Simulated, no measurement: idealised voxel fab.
process module | voxel capacitor over wiring
cross-section cut | 290 nm wide | cells 5 nm
A cross-section is a grid of square cells, given in bands from the top down. A band is one or more rows of cells.
Each band's line starts with the height of the band's top and of its bottom, in nm. Then come its materials from left to right, each with its width in nm. One material with "throughout" fills the band from edge to edge. "air" is empty space.
Height 0 is the level under which the wafer as received is all one material. The lowest band goes on downwards, as in "0 down".
A width such as "30 to 40" changes by the same amount from each row of cells to the next, from the band's top row to its bottom row.
"no change" after a step means that no cell of the cross-section changed.
closed voids: empty space of 8 cells or more with no open way to the top, each as width x height at its distance from the left edge, in nm
after a step's settings: what the simulator itself notes on the step
overlay nm, on a step with a mask: how far to the right of its planned place the mask lay; to the left if negative
Each pair below shows a cross-section before one step and the cross-section after it, down to the lowest band that changed. The line under each pair gives the step between them, with its settings. The pairs can come from different runs of this module on the same starting wafer, so a pair continues from the pair above only where its "before" says so.
before
  115 to 100: aC throughout
  100 to 85: SiO2 throughout
  85 to 75: SiO2 100 | TiN 60 | SiO2 130
  75 to 70: SiO2 95 | TiN 70 | SiO2 125
  70 to 65: HfO2 throughout
  65 to 50: SiO2 100 | Ru 15 | SiO2 175
  50 to 45: SiCN 100 | Ru 15 | SiCN 175
  45 to 20: lowk 85 | TiN 5 | W 20 | TiN 5 | lowk 55 | TiN 5 | W 20 | TiN 5 | lowk 90
  20 to 15: SiN 85 | TiN 30 | SiN 55 | TiN 30 | SiN 90
  15 to 0: SiO2 throughout
  0 down: Si throughout
  closed voids: none
after
  145 to 115: resist 110 | air 15 | resist 165
  below 115: unchanged
  closed voids: none
the step between: op PATTERN | tone open | mask id PLUG_2 | material resist | width nm 15 | thk nm 30 | overlay nm 0
before: the cross-section after the pair above
after
  130 to 115: resist 110 | air 15 | resist 165
  115 to 100: aC 110 | air 15 | aC 165
  below 100: unchanged
  closed voids: none
the step between: op DIRECTIONAL_ETCH | etch materials aC | depth nm 15
before: the cross-section after the pair above
after
  115 to 100: aC 110 | air 15 | aC 165
  below 100: unchanged
  closed voids: none
the step between: op STRIP | etch materials resist
before: the cross-section after the pair above
after
  115 to 100: aC 110 | air 15 | aC 165
  100 to 85: SiO2 110 | air 15 | SiO2 165
  below 85: unchanged
  closed voids: none
the step between: op DIRECTIONAL_ETCH | etch materials SiO2 | depth nm 15
before: the cross-section after the pair above
after
  100 to 85: SiO2 110 | air 15 | SiO2 165
  below 85: unchanged
  closed voids: none
the step between: op STRIP | etch materials aC
before: the cross-section after the pair above
after
  105 to 100: TiN 115 | air 5 | TiN 170
  100 to 90: SiO2 110 | TiN 5 | air 5 | TiN 5 | SiO2 165
  90 to 85: SiO2 110 | TiN 15 | SiO2 165
  below 85: unchanged
  closed voids: none
the step between: op CONFORMAL_DEP | material TiN | thk nm 5
before: the cross-section after the pair above
after
  110 to 105: Cu throughout
  105 to 100: TiN 115 | Cu 5 | TiN 170
  100 to 90: SiO2 110 | TiN 5 | Cu 5 | TiN 5 | SiO2 165
  below 90: unchanged
  closed voids: none
the step between: op FILL_DEP | material Cu | thk nm 5
before: the cross-section after the pair above
after
  100 to 90: SiO2 110 | TiN 5 | Cu 5 | TiN 5 | SiO2 165
  below 90: unchanged
  closed voids: none
the step between: op CMP | height nm 100
before: the cross-section after the pair above
after
  105 to 100: SiN throughout
  below 100: unchanged
  closed voids: none
the step between: op CONFORMAL_DEP | material SiN | thk nm 5
before
  65 to 50: SiO2 throughout
  50 to 45: SiCN throughout
  45 to 20: lowk 85 | TiN 5 | W 20 | TiN 5 | lowk 55 | TiN 5 | W 20 | TiN 5 | lowk 90
  20 to 15: SiN 85 | TiN 30 | SiN 55 | TiN 30 | SiN 90
  15 to 0: SiO2 throughout
  0 down: Si throughout
  closed voids: none
after
  65 to 60: SiO2 100 | air 15 | SiO2 175
  below 60: unchanged
  closed voids: none
the step between: op MASKED_ETCH | tone open | mask id PLUG_1 | width nm 15 | etch materials SiO2 | depth nm 5 | overlay nm 0
before: the cross-section after the pair above
after
  70 to 65: TiN 100 | air 15 | TiN 175
  65 to 60: SiO2 100 | TiN 15 | SiO2 175
  below 60: unchanged
  closed voids: none
the step between: op DIRECTIONAL_DEP | material TiN | thk nm 5
before: the cross-section after the pair above
after
  75 to 70: HfO2 100 | air 15 | HfO2 175
  70 to 65: TiN 100 | HfO2 15 | TiN 175
  below 65: unchanged
  closed voids: none
the step between: op DIRECTIONAL_DEP | material HfO2 | thk nm 5
before: the cross-section after the pair above
after
  85 to 80: TiN 100 | air 15 | TiN 175
  80 to 75: TiN throughout
  75 to 70: HfO2 100 | TiN 15 | HfO2 175
  below 70: unchanged
  closed voids: none
the step between: op DIRECTIONAL_DEP | material TiN | thk nm 10
before: the cross-section after the pair above
after
  85 to 75: air 115 to 100 | TiN 45 to 60 | air 130
  below 75: unchanged
  closed voids: none
the step between: op MASKED_ETCH | tone cover | mask id UPPER_PLATE | width nm 60 | etch materials TiN | depth nm 10 | overlay nm 0
before: the cross-section after the pair above
after
  85 to 75: air 115 to 100 | TiN 45 to 60 | air 130
  75 to 70: air 100 | TiN 15 | HfO2 45 | air 130
  below 70: unchanged
  closed voids: none
the step between: op MASKED_ETCH | tone cover | mask id UPPER_PLATE | width nm 60 | etch materials HfO2 | depth nm 5 | overlay nm 0
before: the cross-section after the pair above
after
  95 to 85: air 115 to 100 | aC 45 to 60 | air 130
  85 to 80: air 100 | aC 15 | TiN 45 | air 130
  80 to 75: aC 100 | TiN 60 | aC 130
  75 to 70: aC 100 | TiN 15 | HfO2 45 | aC 130
  below 70: unchanged
  closed voids: none
the step between: op DIRECTIONAL_DEP | material aC | thk nm 10
before: the cross-section after the pair above
after
  120 to 95: air 95 | resist 70 | air 125
  95 to 85: air 95 | resist 20 to 5 | aC 45 to 60 | resist 5 | air 125
  85 to 80: air 95 | resist 5 | aC 15 | TiN 45 | resist 5 | air 125
  below 80: unchanged
  closed voids: none
the step between: op PATTERN | tone cover | mask id LOWER_PLATE | material resist | width nm 70 | thk nm 25 | overlay nm 0
before: the cross-section after the pair above
after
  110 to 95: air 95 | resist 70 | air 125
  95 to 85: air 95 | resist 20 to 5 | aC 45 to 60 | resist 5 | air 125
  85 to 80: air 95 | resist 5 | aC 15 | TiN 45 | resist 5 | air 125
  80 to 75: air 95 | aC 5 | TiN 60 | aC 5 | air 125
  75 to 70: air 95 | aC 5 | TiN 15 | HfO2 45 | aC 5 | air 125
  below 70: unchanged
  closed voids: none
the step between: op DIRECTIONAL_ETCH | etch materials aC | depth nm 10
before: the cross-section after the pair above
after
  95 to 85: air 115 to 100 | aC 45 to 60 | air 130
  85 to 80: air 100 | aC 15 | TiN 45 | air 130
  below 80: unchanged
  closed voids: none
the step between: op STRIP | etch materials resist
before: the cross-section after the pair above
after
  95 to 85: air 115 to 100 | aC 45 to 60 | air 130
  85 to 80: air 100 | aC 15 | TiN 45 | air 130
  80 to 75: air 95 | aC 5 | TiN 60 | aC 5 | air 125
  75 to 70: air 95 | aC 5 | TiN 15 | HfO2 45 | aC 5 | air 125
  70 to 65: air 95 | TiN 5 | HfO2 15 | TiN 50 | air 125
  below 65: unchanged
  closed voids: none
the step between: op DIRECTIONAL_ETCH | etch materials TiN | depth nm 5
before: the cross-section after the pair above
after
  85 to 75: air 115 to 100 | TiN 45 to 60 | air 130
  75 to 70: air 100 | TiN 15 | HfO2 45 | air 130
  below 70: unchanged
  closed voids: none
the step between: op STRIP | etch materials aC
before: the cross-section after the pair above
after
  105 to 85: SiO2 throughout
  85 to 75: SiO2 115 to 100 | TiN 45 to 60 | SiO2 130
  75 to 70: SiO2 100 | TiN 15 | HfO2 45 | SiO2 130
  70 to 65: SiO2 95 | TiN 5 | HfO2 15 | TiN 50 | SiO2 125
  below 65: unchanged
  closed voids: none
the step between: op FILL_DEP | material SiO2 | thk nm 20
before: the cross-section after the pair above
after
  100 to 85: SiO2 throughout
  below 85: unchanged
  closed voids: none
the step between: op CMP | height nm 100
before: the cross-section after the pair above
after
  115 to 100: aC throughout
  below 100: unchanged
  closed voids: none
the step between: op DIRECTIONAL_DEP | material aC | thk nm 15
before: the cross-section after the pair above
after
  145 to 115: resist 110 | air 15 | resist 165
  below 115: unchanged
  closed voids: none
the step between: op PATTERN | tone open | mask id PLUG_2 | material resist | width nm 15 | thk nm 30 | overlay nm 0
before: the cross-section after the pair above
after
  130 to 115: resist 110 | air 15 | resist 165
  115 to 100: aC 110 | air 15 | aC 165
  below 100: unchanged
  closed voids: none
the step between: op DIRECTIONAL_ETCH | etch materials aC | depth nm 15
before: the cross-section after the pair above
after
  115 to 100: aC 110 | air 15 | aC 165
  below 100: unchanged
  closed voids: none
the step between: op STRIP | etch materials resist
before: the cross-section after the pair above
after
  115 to 100: aC 110 | air 15 | aC 165
  100 to 85: SiO2 110 | air 15 | SiO2 165
  below 85: unchanged
  closed voids: none
the step between: op DIRECTIONAL_ETCH | etch materials SiO2 | depth nm 15
before: the cross-section after the pair above
after
  100 to 85: SiO2 110 | air 15 | SiO2 165
  below 85: unchanged
  closed voids: none
the step between: op STRIP | etch materials aC
before: the cross-section after the pair above
after
  105 to 100: TiN 115 | air 5 | TiN 170
  100 to 90: SiO2 110 | TiN 5 | air 5 | TiN 5 | SiO2 165
  90 to 80: SiO2 110 to 115 | TiN 15 to 45 | SiO2 165 to 130
  below 80: unchanged
  closed voids: none
the step between: op CONFORMAL_DEP | material TiN | thk nm 5
before: the cross-section after the pair above
after
  110 to 105: Cu throughout
  105 to 100: TiN 115 | Cu 5 | TiN 170
  100 to 90: SiO2 110 | TiN 5 | Cu 5 | TiN 5 | SiO2 165
  below 90: unchanged
  closed voids: none
the step between: op FILL_DEP | material Cu | thk nm 5
before: the cross-section after the pair above
after
  100 to 90: SiO2 110 | TiN 5 | Cu 5 | TiN 5 | SiO2 165
  below 90: unchanged
  closed voids: none
the step between: op CMP | height nm 100
before: the cross-section after the pair above
after
  105 to 100: SiN throughout
  below 100: unchanged
  closed voids: none
the step between: op CONFORMAL_DEP | material SiN | thk nm 5
before
  65 to 50: SiO2 throughout
  50 to 45: SiCN throughout
  45 to 20: lowk 85 | TiN 5 | W 20 | TiN 5 | lowk 55 | TiN 5 | W 20 | TiN 5 | lowk 90
  20 to 15: SiN 85 | TiN 30 | SiN 55 | TiN 30 | SiN 90
  15 to 0: SiO2 throughout
  0 down: Si throughout
  closed voids: none
after
  65 to 50: SiO2 100 | air 20 | SiO2 170
  below 50: unchanged
  closed voids: none
the step between: op MASKED_ETCH | tone open | mask id PLUG_1 | width nm 20 | etch materials SiO2 | depth nm 15 | overlay nm 0
before: the cross-section after the pair above
after
  65 to 50: SiO2 100 | air 20 | SiO2 170
  50 to 45: SiCN 100 | air 15 | SiCN 175
  below 45: unchanged
  closed voids: none
the step between: op MASKED_ETCH | tone open | mask id PLUG_1 | width nm 15 | etch materials SiCN | depth nm 5 | overlay nm 0
before: the cross-section after the pair above
after
  65 to 55: SiO2 100 | air 20 | SiO2 170
  55 to 50: SiO2 100 | Ru 20 | SiO2 170
  50 to 45: SiCN 100 | Ru 15 | SiCN 175
  below 45: unchanged
  closed voids: none
the step between: op EPI | material Ru | thk nm 10
before: the cross-section after the pair above
after
  65 to 50: SiO2 100 | Ru 20 | SiO2 170
  below 50: unchanged
  closed voids: none
the step between: op EPI | material Ru | thk nm 10
before: the cross-section after the pair above
after
  70 to 65: TiN throughout
  below 65: unchanged
  closed voids: none
the step between: op DIRECTIONAL_DEP | material TiN | thk nm 5
before: the cross-section after the pair above
after
  75 to 70: HfO2 throughout
  below 70: unchanged
  closed voids: none
the step between: op DIRECTIONAL_DEP | material HfO2 | thk nm 5
before: the cross-section after the pair above
after
  85 to 75: TiN throughout
  below 75: unchanged
  closed voids: none
the step between: op DIRECTIONAL_DEP | material TiN | thk nm 10
before: the cross-section after the pair above
after
  85 to 75: air 100 | TiN 60 | air 130
  below 75: unchanged
  closed voids: none
the step between: op MASKED_ETCH | tone cover | mask id UPPER_PLATE | width nm 60 | etch materials TiN | depth nm 10 | overlay nm 0
before: the cross-section after the pair above
after
  85 to 75: air 100 | TiN 60 | air 130
  75 to 70: air 100 | HfO2 60 | air 130
  below 70: unchanged
  closed voids: none
the step between: op MASKED_ETCH | tone cover | mask id UPPER_PLATE | width nm 60 | etch materials HfO2 | depth nm 5 | overlay nm 0
before: the cross-section after the pair above
after
  95 to 85: air 100 | aC 60 | air 130
  85 to 80: air 100 | TiN 60 | air 130
  80 to 75: aC 100 | TiN 60 | aC 130
  75 to 70: aC 100 | HfO2 60 | aC 130
  below 70: unchanged
  closed voids: none
the step between: op DIRECTIONAL_DEP | material aC | thk nm 10
before: the cross-section after the pair above
after
  120 to 95: air 95 | resist 70 | air 125
  95 to 85: air 95 | resist 5 | aC 60 | resist 5 | air 125
  85 to 80: air 95 | resist 5 | TiN 60 | resist 5 | air 125
  below 80: unchanged
  closed voids: none
the step between: op PATTERN | tone cover | mask id LOWER_PLATE | material resist | width nm 70 | thk nm 25 | overlay nm 0
before: the cross-section after the pair above
after
  110 to 95: air 95 | resist 70 | air 125
  95 to 85: air 95 | resist 5 | aC 60 | resist 5 | air 125
  85 to 80: air 95 | resist 5 | TiN 60 | resist 5 | air 125
  80 to 75: air 95 | aC 5 | TiN 60 | aC 5 | air 125
  75 to 70: air 95 | aC 5 | HfO2 60 | aC 5 | air 125
  below 70: unchanged
  closed voids: none
the step between: op DIRECTIONAL_ETCH | etch materials aC | depth nm 10
before: the cross-section after the pair above
after
  95 to 85: air 100 | aC 60 | air 130
  85 to 80: air 100 | TiN 60 | air 130
  below 80: unchanged
  closed voids: none
the step between: op STRIP | etch materials resist
before: the cross-section after the pair above
after
  95 to 85: air 100 | aC 60 | air 130
  85 to 80: air 100 | TiN 60 | air 130
  80 to 75: air 95 | aC 5 | TiN 60 | aC 5 | air 125
  75 to 70: air 95 | aC 5 | HfO2 60 | aC 5 | air 125
  70 to 65: air 95 | TiN 70 | air 125
  below 65: unchanged
  closed voids: none
the step between: op DIRECTIONAL_ETCH | etch materials TiN | depth nm 5
before: the cross-section after the pair above
after
  85 to 75: air 100 | TiN 60 | air 130
  75 to 70: air 100 | HfO2 60 | air 130
  below 70: unchanged
  closed voids: none
the step between: op STRIP | etch materials aC
before: the cross-section after the pair above
after
  105 to 85: SiO2 throughout
  85 to 75: SiO2 100 | TiN 60 | SiO2 130
  75 to 70: SiO2 100 | HfO2 60 | SiO2 130
  70 to 65: SiO2 95 | TiN 70 | SiO2 125
  below 65: unchanged
  closed voids: none
the step between: op FILL_DEP | material SiO2 | thk nm 20
before: the cross-section after the pair above
after
  100 to 85: SiO2 throughout
  below 85: unchanged
  closed voids: none
the step between: op CMP | height nm 100
before: the cross-section after the pair above
after
  115 to 100: aC throughout
  below 100: unchanged
  closed voids: none
the step between: op DIRECTIONAL_DEP | material aC | thk nm 15
before: the cross-section after the pair above
after
  145 to 115: resist 110 | air 15 | resist 165
  below 115: unchanged
  closed voids: none
the step between: op PATTERN | tone open | mask id PLUG_2 | material resist | width nm 15 | thk nm 30 | overlay nm 0
before: the cross-section after the pair above
after
  130 to 115: resist 110 | air 15 | resist 165
  115 to 100: aC 110 | air 15 | aC 165
  below 100: unchanged
  closed voids: none
the step between: op DIRECTIONAL_ETCH | etch materials aC | depth nm 15
before: the cross-section after the pair above
after
  115 to 100: aC 110 | air 15 | aC 165
  below 100: unchanged
  closed voids: none
the step between: op STRIP | etch materials resist
before: the cross-section after the pair above
after
  115 to 100: aC 110 | air 15 | aC 165
  100 to 85: SiO2 110 | air 15 | SiO2 165
  below 85: unchanged
  closed voids: none
the step between: op DIRECTIONAL_ETCH | etch materials SiO2 | depth nm 15
before: the cross-section after the pair above
after
  100 to 85: SiO2 110 | air 15 | SiO2 165
  below 85: unchanged
  closed voids: none
the step between: op STRIP | etch materials aC
before: the cross-section after the pair above
after
  105 to 100: TiN 115 | air 5 | TiN 170
  100 to 90: SiO2 110 | TiN 5 | air 5 | TiN 5 | SiO2 165
  90 to 85: SiO2 110 | TiN 15 | SiO2 165
  below 85: unchanged
  closed voids: none
the step between: op CONFORMAL_DEP | material TiN | thk nm 5
before: the cross-section after the pair above
after
  110 to 105: Cu throughout
  105 to 100: TiN 115 | Cu 5 | TiN 170
  100 to 90: SiO2 110 | TiN 5 | Cu 5 | TiN 5 | SiO2 165
  below 90: unchanged
  closed voids: none
the step between: op FILL_DEP | material Cu | thk nm 5
before: the cross-section after the pair above
after
  100 to 90: SiO2 110 | TiN 5 | Cu 5 | TiN 5 | SiO2 165
  below 90: unchanged
  closed voids: none
the step between: op CMP | height nm 100
before: the cross-section after the pair above
after
  105 to 100: SiN throughout
  below 100: unchanged
  closed voids: none
the step between: op CONFORMAL_DEP | material SiN | thk nm 5
before
  85 to 75: TiN throughout
  75 to 70: HfO2 throughout
  70 to 65: TiN throughout
  65 to 50: SiO2 100 | Ru 15 | SiO2 175
  50 to 45: SiCN 100 | Ru 15 | SiCN 175
  45 to 20: lowk 85 | TiN 5 | W 20 | TiN 5 | lowk 55 | TiN 5 | W 20 | TiN 5 | lowk 90
  20 to 15: SiN 85 | TiN 30 | SiN 55 | TiN 30 | SiN 90
  15 to 0: SiO2 throughout
  0 down: Si throughout
  closed voids: none
after
  85 to 75: air 90 | TiN 60 | air 140
  below 75: unchanged
  closed voids: none
the step between: op MASKED_ETCH | tone cover | mask id UPPER_PLATE | width nm 60 | etch materials TiN | depth nm 10 | overlay nm -10
before: the cross-section after the pair above
after
  85 to 75: air 90 | TiN 60 | air 140
  75 to 70: air 90 | HfO2 70 | air 130
  below 70: unchanged
  closed voids: none
the step between: op MASKED_ETCH | tone cover | mask id UPPER_PLATE | width nm 60 | etch materials HfO2 | depth nm 5 | overlay nm 0
before: the cross-section after the pair above
after
  95 to 85: air 90 | aC 60 | air 140
  85 to 80: air 90 | TiN 60 | aC 10 | air 130
  80 to 75: aC 90 | TiN 60 | aC 140
  75 to 70: aC 90 | HfO2 70 | aC 130
  below 70: unchanged
  closed voids: none
the step between: op DIRECTIONAL_DEP | material aC | thk nm 10
before: the cross-section after the pair above
after
  120 to 95: air 95 | resist 70 | air 125
  95 to 85: air 90 | aC 60 | resist 15 | air 125
  85 to 80: air 90 | TiN 60 | aC 10 | resist 5 | air 125
  below 80: unchanged
  closed voids: none
the step between: op PATTERN | tone cover | mask id LOWER_PLATE | material resist | width nm 70 | thk nm 25 | overlay nm 0
before: the cross-section after the pair above
after
  110 to 95: air 95 | resist 70 | air 125
  95 to 85: air 95 | aC 55 | resist 15 | air 125
  85 to 80: air 90 | TiN 60 | aC 10 | resist 5 | air 125
  80 to 75: air 90 | TiN 60 | aC 15 | air 125
  75 to 70: air 90 | HfO2 70 | aC 5 | air 125
  below 70: unchanged
  closed voids: none
the step between: op DIRECTIONAL_ETCH | etch materials aC | depth nm 10
before: the cross-section after the pair above
after
  95 to 85: air 95 | aC 55 | air 140
  85 to 75: air 90 | TiN 60 | aC 10 to 15 | air 130 to 125
  below 75: unchanged
  closed voids: none
the step between: op STRIP | etch materials resist
before: the cross-section after the pair above
after
  95 to 85: air 95 | aC 55 | air 140
  85 to 75: air 95 to 90 | TiN 55 to 60 | aC 10 to 15 | air 130 to 125
  75 to 70: air 90 | HfO2 70 | aC 5 | air 125
  70 to 65: air 90 | TiN 75 | air 125
  below 65: unchanged
  closed voids: none
the step between: op DIRECTIONAL_ETCH | etch materials TiN | depth nm 5
before: the cross-section after the pair above
after
  85 to 75: air 95 to 90 | TiN 55 to 60 | air 140
  75 to 70: air 90 | HfO2 70 | air 130
  below 70: unchanged
  closed voids: none
the step between: op STRIP | etch materials aC
before: the cross-section after the pair above
after
  105 to 85: SiO2 throughout
  85 to 75: SiO2 95 to 90 | TiN 55 to 60 | SiO2 140
  75 to 70: SiO2 90 | HfO2 70 | SiO2 130
  70 to 65: SiO2 90 | TiN 75 | SiO2 125
  below 65: unchanged
  closed voids: none
the step between: op FILL_DEP | material SiO2 | thk nm 20
before: the cross-section after the pair above
after
  100 to 85: SiO2 throughout
  below 85: unchanged
  closed voids: none
the step between: op CMP | height nm 100
before: the cross-section after the pair above
after
  115 to 100: aC throughout
  below 100: unchanged
  closed voids: none
the step between: op DIRECTIONAL_DEP | material aC | thk nm 15
before: the cross-section after the pair above
after
  145 to 115: resist 110 | air 15 | resist 165
  below 115: unchanged
  closed voids: none
the step between: op PATTERN | tone open | mask id PLUG_2 | material resist | width nm 15 | thk nm 30 | overlay nm 0
before: the cross-section after the pair above
after
  130 to 115: resist 110 | air 15 | resist 165
  115 to 100: aC 110 | air 15 | aC 165
  below 100: unchanged
  closed voids: none
the step between: op DIRECTIONAL_ETCH | etch materials aC | depth nm 15
before: the cross-section after the pair above
after
  115 to 100: aC 110 | air 15 | aC 165
  below 100: unchanged
  closed voids: none
the step between: op STRIP | etch materials resist
before: the cross-section after the pair above
after
  115 to 100: aC 110 | air 15 | aC 165
  100 to 85: SiO2 110 | air 15 | SiO2 165
  below 85: unchanged
  closed voids: none
the step between: op DIRECTIONAL_ETCH | etch materials SiO2 | depth nm 15
before: the cross-section after the pair above
after
  100 to 85: SiO2 110 | air 15 | SiO2 165
  below 85: unchanged
  closed voids: none
the step between: op STRIP | etch materials aC
before: the cross-section after the pair above
after
  105 to 100: TiN 115 | air 5 | TiN 170
  100 to 90: SiO2 110 | TiN 5 | air 5 | TiN 5 | SiO2 165
  90 to 80: SiO2 110 to 95 | TiN 15 to 55 | SiO2 165 to 140
  below 80: unchanged
  closed voids: none
the step between: op CONFORMAL_DEP | material TiN | thk nm 5
before: the cross-section after the pair above
after
  110 to 105: Cu throughout
  105 to 100: TiN 115 | Cu 5 | TiN 170
  100 to 90: SiO2 110 | TiN 5 | Cu 5 | TiN 5 | SiO2 165
  below 90: unchanged
  closed voids: none
the step between: op FILL_DEP | material Cu | thk nm 5
before: the cross-section after the pair above
after
  100 to 90: SiO2 110 | TiN 5 | Cu 5 | TiN 5 | SiO2 165
  below 90: unchanged
  closed voids: none
the step between: op CMP | height nm 100
before: the cross-section after the pair above
after
  105 to 100: SiN throughout
  below 100: unchanged
  closed voids: none
the step between: op CONFORMAL_DEP | material SiN | thk nm 5
before
  50 to 45: SiCN throughout
  45 to 20: lowk 85 | TiN 5 | W 20 | TiN 5 | lowk 55 | TiN 5 | W 20 | TiN 5 | lowk 90
  20 to 15: SiN 85 | TiN 30 | SiN 55 | TiN 30 | SiN 90
  15 to 0: SiO2 throughout
  0 down: Si throughout
  closed voids: none
after
  65 to 50: TiN throughout
  below 50: unchanged
  closed voids: none
the step between: op DIRECTIONAL_DEP | material TiN | thk nm 15
before: the cross-section after the pair above
after
  75 to 65: Ru throughout
  below 65: unchanged
  closed voids: none
the step between: op EPI | material Ru | thk nm 10
before: the cross-section after the pair above
after
  85 to 65: Ru throughout
  below 65: unchanged
  closed voids: none
the step between: op EPI | material Ru | thk nm 10
before: the cross-section after the pair above
after
  90 to 85: TiN throughout
  below 85: unchanged
  closed voids: none
the step between: op DIRECTIONAL_DEP | material TiN | thk nm 5
before: the cross-section after the pair above
after
  95 to 90: HfO2 throughout
  below 90: unchanged
  closed voids: none
the step between: op DIRECTIONAL_DEP | material HfO2 | thk nm 5
before: the cross-section after the pair above
after
  105 to 95: TiN throughout
  below 95: unchanged
  closed voids: none
the step between: op DIRECTIONAL_DEP | material TiN | thk nm 10
before: the cross-section after the pair above
after
  105 to 95: air 100 | TiN 60 | air 130
  below 95: unchanged
  closed voids: none
the step between: op MASKED_ETCH | tone cover | mask id UPPER_PLATE | width nm 60 | etch materials TiN | depth nm 10 | overlay nm 0
before: the cross-section after the pair above
after
  105 to 95: air 100 | TiN 60 | air 130
  95 to 90: air 100 | HfO2 60 | air 130
  below 90: unchanged
  closed voids: none
the step between: op MASKED_ETCH | tone cover | mask id UPPER_PLATE | width nm 60 | etch materials HfO2 | depth nm 5 | overlay nm 0
before: the cross-section after the pair above
after
  115 to 105: air 100 | aC 60 | air 130
  105 to 100: air 100 | TiN 60 | air 130
  100 to 95: aC 100 | TiN 60 | aC 130
  95 to 90: aC 100 | HfO2 60 | aC 130
  below 90: unchanged
  closed voids: none
the step between: op DIRECTIONAL_DEP | material aC | thk nm 10
before: the cross-section after the pair above
after
  140 to 115: air 95 | resist 70 | air 125
  115 to 105: air 95 | resist 5 | aC 60 | resist 5 | air 125
  105 to 100: air 95 | resist 5 | TiN 60 | resist 5 | air 125
  below 100: unchanged
  closed voids: none
the step between: op PATTERN | tone cover | mask id LOWER_PLATE | material resist | width nm 70 | thk nm 25 | overlay nm 0
before: the cross-section after the pair above
after
  130 to 115: air 95 | resist 70 | air 125
  115 to 105: air 95 | resist 5 | aC 60 | resist 5 | air 125
  105 to 100: air 95 | resist 5 | TiN 60 | resist 5 | air 125
  100 to 95: air 95 | aC 5 | TiN 60 | aC 5 | air 125
  95 to 90: air 95 | aC 5 | HfO2 60 | aC 5 | air 125
  below 90: unchanged
  closed voids: none
the step between: op DIRECTIONAL_ETCH | etch materials aC | depth nm 10
before: the cross-section after the pair above
after
  115 to 105: air 100 | aC 60 | air 130
  105 to 100: air 100 | TiN 60 | air 130
  below 100: unchanged
  closed voids: none
the step between: op STRIP | etch materials resist
before: the cross-section after the pair above
after
  115 to 105: air 100 | aC 60 | air 130
  105 to 100: air 100 | TiN 60 | air 130
  100 to 95: air 95 | aC 5 | TiN 60 | aC 5 | air 125
  95 to 90: air 95 | aC 5 | HfO2 60 | aC 5 | air 125
  90 to 85: air 95 | TiN 70 | air 125
  below 85: unchanged
  closed voids: none
the step between: op DIRECTIONAL_ETCH | etch materials TiN | depth nm 5
before: the cross-section after the pair above
after
  105 to 95: air 100 | TiN 60 | air 130
  95 to 90: air 100 | HfO2 60 | air 130
  below 90: unchanged
  closed voids: none
the step between: op STRIP | etch materials aC
before: the cross-section after the pair above
after
  125 to 105: SiO2 throughout
  105 to 95: SiO2 100 | TiN 60 | SiO2 130
  95 to 90: SiO2 100 | HfO2 60 | SiO2 130
  90 to 85: SiO2 95 | TiN 70 | SiO2 125
  below 85: unchanged
  closed voids: none
the step between: op FILL_DEP | material SiO2 | thk nm 20
before: the cross-section after the pair above
after
  100 to 95: SiO2 100 | TiN 60 | SiO2 130
  below 95: unchanged
  closed voids: none
the step between: op CMP | height nm 100
before: the cross-section after the pair above
after
  115 to 100: aC throughout
  below 100: unchanged
  closed voids: none
the step between: op DIRECTIONAL_DEP | material aC | thk nm 15
before: the cross-section after the pair above
after
  145 to 115: resist 110 | air 15 | resist 165
  below 115: unchanged
  closed voids: none
the step between: op PATTERN | tone open | mask id PLUG_2 | material resist | width nm 15 | thk nm 30 | overlay nm 0
before: the cross-section after the pair above
after
  130 to 115: resist 110 | air 15 | resist 165
  115 to 100: aC 110 | air 15 | aC 165
  below 100: unchanged
  closed voids: none
the step between: op DIRECTIONAL_ETCH | etch materials aC | depth nm 15
before: the cross-section after the pair above
after
  115 to 100: aC 110 | air 15 | aC 165
  below 100: unchanged
  closed voids: none
the step between: op STRIP | etch materials resist
before: the cross-section after the pair above
after
  100 to 95: SiO2 100 | TiN 60 | SiO2 130
  below 95: unchanged
  closed voids: none
the step between: op STRIP | etch materials aC
before: the cross-section after the pair above
after
  105 to 100: TiN throughout
  below 100: unchanged
  closed voids: none
the step between: op CONFORMAL_DEP | material TiN | thk nm 5
before: the cross-section after the pair above
after
  110 to 105: Cu throughout
  below 105: unchanged
  closed voids: none
the step between: op FILL_DEP | material Cu | thk nm 5
before: the cross-section after the pair above
after
  100 to 95: SiO2 100 | TiN 60 | SiO2 130
  below 95: unchanged
  closed voids: none
the step between: op CMP | height nm 100
before: the cross-section after the pair above
after
  105 to 100: SiN throughout
  below 100: unchanged
  closed voids: none
the step between: op CONFORMAL_DEP | material SiN | thk nm 5
before
  65 to 50: SiO2 throughout
  50 to 45: SiCN throughout
  45 to 20: lowk 85 | TiN 5 | W 20 | TiN 5 | lowk 55 | TiN 5 | W 20 | TiN 5 | lowk 90
  20 to 15: SiN 85 | TiN 30 | SiN 55 | TiN 30 | SiN 90
  15 to 0: SiO2 throughout
  0 down: Si throughout
  closed voids: none
after
  65 to 50: air 100 | SiO2 15 | air 175
  below 50: unchanged
  closed voids: none
the step between: op MASKED_ETCH | tone cover | mask id PLUG_1 | width nm 15 | etch materials SiO2 | depth nm 15 | overlay nm 0
before: the cross-section after the pair above
after
  70 to 65: air 100 | TiN 15 | air 175
  65 to 55: air 100 | SiO2 15 | air 175
  55 to 50: TiN 100 | SiO2 15 | TiN 175
  below 50: unchanged
  closed voids: none
the step between: op DIRECTIONAL_DEP | material TiN | thk nm 5
before: the cross-section after the pair above
after
  75 to 70: air 100 | HfO2 15 | air 175
  70 to 65: air 100 | TiN 15 | air 175
  65 to 60: air 100 | SiO2 15 | air 175
  60 to 55: HfO2 100 | SiO2 15 | HfO2 175
  below 55: unchanged
  closed voids: none
the step between: op DIRECTIONAL_DEP | material HfO2 | thk nm 5
before: the cross-section after the pair above
after
  85 to 75: air 100 | TiN 15 | air 175
  75 to 70: air 100 | HfO2 15 | air 175
  70 to 65: TiN throughout
  65 to 60: TiN 100 | SiO2 15 | TiN 175
  below 60: unchanged
  closed voids: none
the step between: op DIRECTIONAL_DEP | material TiN | thk nm 10
before: the cross-section after the pair above
after
  85 to 75: air 100 | TiN 15 | air 175
  75 to 70: air 100 | HfO2 15 | air 175
  70 to 65: air 100 | TiN 60 | air 130
  65 to 60: air 100 | SiO2 15 | TiN 45 | air 130
  below 60: unchanged
  closed voids: none
the step between: op MASKED_ETCH | tone cover | mask id UPPER_PLATE | width nm 60 | etch materials TiN | depth nm 10 | overlay nm 0
before: the cross-section after the pair above
after
  85 to 75: air 100 | TiN 15 | air 175
  75 to 70: air 100 | HfO2 15 | air 175
  70 to 65: air 100 | TiN 60 | air 130
  65 to 60: air 100 | SiO2 15 | TiN 45 | air 130
  60 to 55: air 100 | SiO2 15 | HfO2 45 | air 130
  below 55: unchanged
  closed voids: none
the step between: op MASKED_ETCH | tone cover | mask id UPPER_PLATE | width nm 60 | etch materials HfO2 | depth nm 5 | overlay nm 0
